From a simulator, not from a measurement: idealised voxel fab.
Presented below is a process module, voxel transistor to metal.
cross-section cut | 285 nm wide | cells 5 nm
Reading order for cross-sections: top band down to bottom band. Underlying form: a grid of square cells. Band size: one or more rows of cells.
This entry defines a band. It first specifies the height of the band's top and the height of its bottom in nm, and then specifies the band's materials from left to right, stating each material with its width in nm. The word "all across" identifies a single material that fills the band from edge to edge, while the word "blank" identifies empty space.
We count height from 0. Below that, the starting wafer is all one material. The lowest band never ends at the bottom but goes on down; see "0 and below" for how that is written.
The width entry "30->40" should be interpreted row by row: the top row of cells in the band takes the first number, the bottom row takes the second number, and the change between adjacent rows is uniform throughout.
When a step is marked "remained the same", none of the cells in the cross-section changed during that step.
Each empty space that has no open way to the top and spans at least 8 cells appears under "Unvented cavities" as width x height at distance, the distance counted from the left edge, all in nm.
It should be noted that, on the line of a given step, the content following the step's settings is a remark produced by the simulator itself with respect to that step.
A step's line can hold "overlay nm"; with a mask on that step, the setting says how far right of the planned place the mask lay, while a negative setting says it lay to the left.
Planned step list for the process
1 RECEIVE: material Si
2 CONFORMAL_DEP: material SiO2, thk nm 5
3 CONFORMAL_DEP: material SiN, thk nm 10
4 PATTERN: tone cover, mask id ACTIVE, material resist, width nm 105, pitch nm 135, thk nm 20, overlay nm 0
5 DIRECTIONAL_ETCH: etch materials SiN, depth nm 10
6 DIRECTIONAL_ETCH: etch materials SiO2, depth nm 5
7 DIRECTIONAL_ETCH: etch materials Si, depth nm 35
8 STRIP: etch materials resist
9 OXIDIZE: depth nm 5
10 FILL_DEP: material SiO2, thk nm 10
11 CMP: height nm 15
12 SELECTIVE_ETCH: etch materials SiO2, depth nm 10
13 STRIP: etch materials SiN
14 SELECTIVE_ETCH: etch materials SiO2, depth nm 5
15 OXIDIZE: depth nm 5
16 DIRECTIONAL_DEP: material polySi, thk nm 25
17 DIRECTIONAL_DEP: material SiCN, thk nm 15
18 MASKED_ETCH: tone cover, mask id GATE, width nm 25, pitch nm 135, etch materials SiCN, depth nm 25, overlay nm 0
19 MASKED_ETCH: tone cover, mask id GATE, width nm 25, pitch nm 135, etch materials polySi, depth nm 35, overlay nm 0
20 CONFORMAL_DEP: material SiN, thk nm 5
21 DIRECTIONAL_ETCH: etch materials SiN, depth nm 5
22 DIRECTIONAL_ETCH: etch materials SiO2, depth nm 5
23 DIRECTIONAL_ETCH: etch materials Si, depth nm 10
24 EPI: material nSi, thk nm 10
25 FILL_DEP: material SiO2, thk nm 5
26 CMP: height nm 40
27 DIRECTIONAL_DEP: material SiO2, thk nm 15
28 PATTERN: tone open, mask id CONTACT, material resist, width nm 15, thk nm 20, overlay nm 0
29 DIRECTIONAL_ETCH: etch materials SiO2, depth nm 60
30 STRIP: etch materials resist
31 CONFORMAL_DEP: material TiN, thk nm 5
32 FILL_DEP: material W, thk nm 5
33 CMP: height nm 55
34 CONFORMAL_DEP: material SiCN, thk nm 5
35 DIRECTIONAL_DEP: material lowk, thk nm 25
36 PATTERN: tone open, mask id METAL_1, material resist, width nm 15, thk nm 15, overlay nm -10
37 DIRECTIONAL_ETCH: etch materials lowk, depth nm 25
38 DIRECTIONAL_ETCH: etch materials SiCN, depth nm 5
39 STRIP: etch materials resist
40 CONFORMAL_DEP: material TiN, thk nm 5
41 FILL_DEP: material Ru, thk nm 10
42 CMP: height nm 85
43 CONFORMAL_DEP: material SiCN, thk nm 5
Split variable: overlay nm, step 36. Plan value = first wafer. Wafers start alike.
Cross-section of the first of several wafers as received (after step 1)
0 and below  Si all across
Unvented cavities: none
Shown in cross-section: the first of several wafers at the end of the module, after its last step, step 43
90 down to 85  SiCN all across
85 down to 60  lowk (15); TiN (5); Ru (5); TiN (5); lowk (65); TiN (5); Ru (5); TiN (5); lowk (40); TiN (5); Ru (5); TiN (5); lowk (65); TiN (5); Ru (5); TiN (5); lowk (40)
60 down to 55  SiCN (15); TiN (15); SiCN (65); TiN (15); SiCN (40); TiN (15); SiCN (65); TiN (15); SiCN (40)
55 down to 40  SiO2 (25); TiN (5); W (5); TiN (5); SiO2 (65); TiN (5); W (5); TiN (5); SiO2 (40); TiN (5); W (5); TiN (5); SiO2 (65); TiN (5); W (5); TiN (5); SiO2 (30)
40 down to 25  SiO2 (25); TiN (5); W (5); TiN (5); SiO2 (15); SiN (5); SiCN (25); SiN (5); SiO2 (15); TiN (5); W (5); TiN (5); SiO2 (40); TiN (5); W (5); TiN (5); SiO2 (15); SiN (5); SiCN (25); SiN (5); SiO2 (15); TiN (5); W (5); TiN (5); SiO2 (30)
25 down to 5  SiO2 (25); TiN (5); W (5); TiN (5); SiO2 (15); SiN (5); polySi (25); SiN (5); SiO2 (15); TiN (5); W (5); TiN (5); SiO2 (40); TiN (5); W (5); TiN (5); SiO2 (15); SiN (5); polySi (25); SiN (5); SiO2 (15); TiN (5); W (5); TiN (5); SiO2 (30)
5 down to 0  SiO2 (25); TiN (5); W (5); TiN (5); SiO2 (5); nSi (10); SiN (5); polySi (25); SiN (5); nSi (10); SiO2 (5); TiN (5); W (5); TiN (5); SiO2 (40); TiN (5); W (5); TiN (5); SiO2 (5); nSi (10); SiN (5); polySi (25); SiN (5); nSi (10); SiO2 (5); TiN (5); W (5); TiN (5); SiO2 (30)
0 down to -5  SiO2 (25); TiN (15); SiO2 (5); nSi (10); SiO2 (35); nSi (10); SiO2 (5); TiN (15); SiO2 (40); TiN (15); SiO2 (5); nSi (10); SiO2 (35); nSi (10); SiO2 (5); TiN (15); SiO2 (30)
-5 down to -15  SiO2 (25); nSi (30); Si (35); nSi (30); SiO2 (40); nSi (30); Si (35); nSi (30); SiO2 (30)
-15 down to -40  SiO2 (25); Si (95); SiO2 (40); Si (95); SiO2 (30)
-40 and below  Si all across
Unvented cavities: none
End of module, last wafer sectioned
90 down to 85  SiCN all across
85 down to 60  lowk (40); TiN (5); Ru (5); TiN (5); lowk (65); TiN (5); Ru (5); TiN (5); lowk (40); TiN (5); Ru (5); TiN (5); lowk (65); TiN (5); Ru (5); TiN (5); lowk (15)
60 down to 55  SiCN (40); TiN (15); SiCN (65); TiN (15); SiCN (40); TiN (15); SiCN (65); TiN (15); SiCN (15)
55 down to 40  SiO2 (25); TiN (5); W (5); TiN (5); SiO2 (65); TiN (5); W (5); TiN (5); SiO2 (40); TiN (5); W (5); TiN (5); SiO2 (65); TiN (5); W (5); TiN (5); SiO2 (30)
40 down to 25  SiO2 (25); TiN (5); W (5); TiN (5); SiO2 (15); SiN (5); SiCN (25); SiN (5); SiO2 (15); TiN (5); W (5); TiN (5); SiO2 (40); TiN (5); W (5); TiN (5); SiO2 (15); SiN (5); SiCN (25); SiN (5); SiO2 (15); TiN (5); W (5); TiN (5); SiO2 (30)
25 down to 5  SiO2 (25); TiN (5); W (5); TiN (5); SiO2 (15); SiN (5); polySi (25); SiN (5); SiO2 (15); TiN (5); W (5); TiN (5); SiO2 (40); TiN (5); W (5); TiN (5); SiO2 (15); SiN (5); polySi (25); SiN (5); SiO2 (15); TiN (5); W (5); TiN (5); SiO2 (30)
5 down to 0  SiO2 (25); TiN (5); W (5); TiN (5); SiO2 (5); nSi (10); SiN (5); polySi (25); SiN (5); nSi (10); SiO2 (5); TiN (5); W (5); TiN (5); SiO2 (40); TiN (5); W (5); TiN (5); SiO2 (5); nSi (10); SiN (5); polySi (25); SiN (5); nSi (10); SiO2 (5); TiN (5); W (5); TiN (5); SiO2 (30)
0 down to -5  SiO2 (25); TiN (15); SiO2 (5); nSi (10); SiO2 (35); nSi (10); SiO2 (5); TiN (15); SiO2 (40); TiN (15); SiO2 (5); nSi (10); SiO2 (35); nSi (10); SiO2 (5); TiN (15); SiO2 (30)
-5 down to -15  SiO2 (25); nSi (30); Si (35); nSi (30); SiO2 (40); nSi (30); Si (35); nSi (30); SiO2 (30)
-15 down to -40  SiO2 (25); Si (95); SiO2 (40); Si (95); SiO2 (30)
-40 and below  Si all across
Unvented cavities: none
Below: a row per wafer. Contents at end of module: for every material, cells gained since receipt (+) or lost since receipt (-); then closed voids
overlay nm -10; +20 Ru; -238 Si; +132 SiCN; +32 SiN; +545 SiO2; +152 TiN; +44 W; +225 lowk; +64 nSi; +50 polySi; Unvented cavities: none
overlay nm -5; +20 Ru; -238 Si; +132 SiCN; +32 SiN; +545 SiO2; +152 TiN; +44 W; +225 lowk; +64 nSi; +50 polySi; Unvented cavities: none
overlay nm 0; +20 Ru; -238 Si; +132 SiCN; +32 SiN; +545 SiO2; +152 TiN; +44 W; +225 lowk; +64 nSi; +50 polySi; Unvented cavities: none
overlay nm 5; +20 Ru; -238 Si; +132 SiCN; +32 SiN; +545 SiO2; +152 TiN; +44 W; +225 lowk; +64 nSi; +50 polySi; Unvented cavities: none
overlay nm 10; +20 Ru; -238 Si; +132 SiCN; +32 SiN; +545 SiO2; +152 TiN; +44 W; +225 lowk; +64 nSi; +50 polySi; Unvented cavities: none
overlay nm 15; +20 Ru; -238 Si; +132 SiCN; +32 SiN; +545 SiO2; +152 TiN; +44 W; +225 lowk; +64 nSi; +50 polySi; Unvented cavities: none
